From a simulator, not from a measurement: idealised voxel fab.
process module | voxel air gaps
Shown is cross-section cut, with a width of 290 nm and square cells of size 5 nm.
How to read a cross-section here: the picture is a grid of square cells, written as bands going from the top down, and any band can span one or more rows of cells. Within each band entry, the heights of the top and of the bottom of the band appear first, in that order and in nm; the materials of the band then follow from left to right, each with its corresponding width in nm. The designation "everywhere" on a single material indicates that it fills the band from edge to edge; the designation "empty" indicates empty space. Beneath 0, the wafer as received is one material, and that level is where height counting begins. The lowest band goes on downward without a bottom; it is written like "0 -> down". The expression "30 to 40" gives the width at the extremes of the band, the first number at its top row of cells and the second at its bottom row, with the width changing by equal amounts from each row to the next in between. What does "changes: none" mean for a step? It means no cell of the cross-section changed in that step. So "Trapped cavities" is basically the list of trapped voids: any empty space of 8 cells or more that can't reach the top through an opening. They're written width x height at distance, the distance being from the left edge, and it's all nm. Past the settings on a step's line: simulator remark, on that step. On any step carrying a mask, the "overlay nm" setting, if present on the step's line, tells how far right of its planned place the mask lay; negative values point to the left.
Steps in the process plan
1: RECEIVE: material Si
2: CONFORMAL_DEP: material SiO2, thk nm 10
3: CONFORMAL_DEP: material SiCN, thk nm 5
4: DIRECTIONAL_DEP: material lowk, thk nm 40
5: PATTERN: tone open, mask id LINES, material resist, width nm 15, pitch nm 40, thk nm 15, overlay nm 0
6: DIRECTIONAL_ETCH: etch materials lowk, depth nm 40
7: STRIP: etch materials resist
8: CONFORMAL_DEP: material TiN, thk nm 5
9: FILL_DEP: material Ru, thk nm 10
10: CMP: height nm 55
11: EPI: material Ru, thk nm 10
12: SELECTIVE_ETCH: etch materials lowk, depth nm 50
13: CONFORMAL_DEP: material SiCN, thk nm 5
Here's what the wafer looked like in cross-section when it arrived - that's after step 1
> 0 -> down  Si everywhere
> Trapped cavities: none
Below is the wafer in cross-section after the module was completed. It began from the starting point shown above and followed the plan shown above, except that one mistake was made while running it
> 70 -> 65  SiCN everywhere
> 65 -> 55  Ru everywhere
> 55 -> 20  Ru 90 | TiN 5 | lowk 15 | TiN 5 | Ru 15 | TiN 5 | lowk 15 | TiN 5 | Ru 15 | TiN 5 | lowk 15 | TiN 5 | Ru 95
> 20 -> 15  TiN 95 | lowk 15 | TiN 25 | lowk 15 | TiN 25 | lowk 15 | TiN 100
> 15 -> 10  SiCN everywhere
> 10 -> 0  SiO2 everywhere
> 0 -> down  Si everywhere
> Trapped cavities: none
Where did the run depart from the plan? step 5 off recipe, ran as PATTERN: tone cover, mask id LINES, material resist, width nm 15, pitch nm 40, thk nm 15, overlay nm 0
